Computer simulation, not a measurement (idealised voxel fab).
Documented hereafter: the process module known as voxel self aligned vias.
In the cross-section labelled cut, the width is 225 nm and each square cell is 5 nm.
Notation: cross-section as square-cell grid; stated in bands, top first, going down; one or more cell rows per band.
It is stipulated that each band's entry specify, in nanometres, the height of the top of the band and then that of its bottom, followed by the materials of the band in left-to-right sequence, each together with its width in nanometres. A single material marked by the word "full width" is understood to fill the band from edge to edge; the word "blank" is understood to denote empty space.
The reference from which all heights are counted is 0, the level beneath which the as-received wafer is entirely one material; the lowest band, having no lower bound, proceeds downward and is written after the example "z 0 and below".
Think of "30..40" as a width that walks from the first number to the second as you go down the band, top row to bottom row, taking equal-sized steps from row to row.
Basically "no alterations made" means that step didn't change any cell in the cross-section.
"Trapped cavities" specifies each empty space that is not open to the top and that occupies no fewer than 8 cells, using the form width x height at distance, the distance measured from the left edge and all three quantities in nm.
Text after the settings on a step's line: the simulator's own remark on that step.
overlay nm: for a step with a mask, the amount by which the mask lay right of where it was planned; a negative amount means left of it.
Process steps - plan:
1: RECEIVE,material Si
2: CONFORMAL_DEP,material SiO2,thk nm 15
3: CONFORMAL_DEP,material SiCN,thk nm 5
4: DIRECTIONAL_DEP,material SiO2,thk nm 20
5: PATTERN,tone open,mask id LINES,material resist,width nm 20,pitch nm 50,thk nm 20,overlay nm 0
6: DIRECTIONAL_ETCH,etch materials SiO2,depth nm 20
7: STRIP,etch materials resist
8: CONFORMAL_DEP,material TiN,thk nm 5
9: FILL_DEP,material Ru,thk nm 5
10: CMP,height nm 40
11: SELECTIVE_ETCH,etch materials W Ru TiN,depth nm 5
12: FILL_DEP,material SiN,thk nm 5
13: CMP,height nm 40
14: DIRECTIONAL_DEP,material SiO2,thk nm 15
15: DIRECTIONAL_DEP,material aC,thk nm 10
16: PATTERN,tone open,mask id VIAS,material resist,width nm 30,pitch nm 50,thk nm 25,overlay nm 0
17: DIRECTIONAL_ETCH,etch materials aC,depth nm 10
18: STRIP,etch materials resist
19: DIRECTIONAL_ETCH,etch materials SiO2,depth nm 15
20: DIRECTIONAL_ETCH,etch materials SiN,depth nm 5
21: STRIP,etch materials aC
22: CONFORMAL_DEP,material TiN,thk nm 5
23: FILL_DEP,material Ru,thk nm 5
24: CMP,height nm 55
25: CONFORMAL_DEP,material SiN,thk nm 5
Step 1 complete: cross-section of the wafer as received:
* z 0 and below: Si full width
* Trapped cavities: none
Final cross-section, module run with one mistake (start and plan as above):
* z 60 to 55: SiN full width
* z 55 to 45: SiO2 50; TiN 5; Ru 15; TiN 5; SiO2 25; TiN 5; Ru 15; TiN 5; SiO2 25; TiN 5; Ru 15; TiN 5; SiO2 50
* z 45 to 40: SiO2 50; TiN 5; Ru 10; TiN 10; SiO2 25; TiN 5; Ru 10; TiN 10; SiO2 25; TiN 5; Ru 10; TiN 10; SiO2 50
* z 40 to 35: SiO2 50; TiN 20; SiO2 30; TiN 20; SiO2 30; TiN 20; SiO2 55
* z 35 to 25: SiO2 50; TiN 5; Ru 10; TiN 5; SiO2 30; TiN 5; Ru 10; TiN 5; SiO2 30; TiN 5; Ru 10; TiN 5; SiO2 55
* z 25 to 20: SiO2 50; TiN 20; SiO2 30; TiN 20; SiO2 30; TiN 20; SiO2 55
* z 20 to 15: SiCN full width
* z 15 to 0: SiO2 full width
* z 0 and below: Si full width
* Trapped cavities: none
Short version of what went wrong: step 16, actual vs plan mismatch, actual run PATTERN,tone open,mask id VIAS,material resist,width nm 25,pitch nm 50,thk nm 25,overlay nm 0
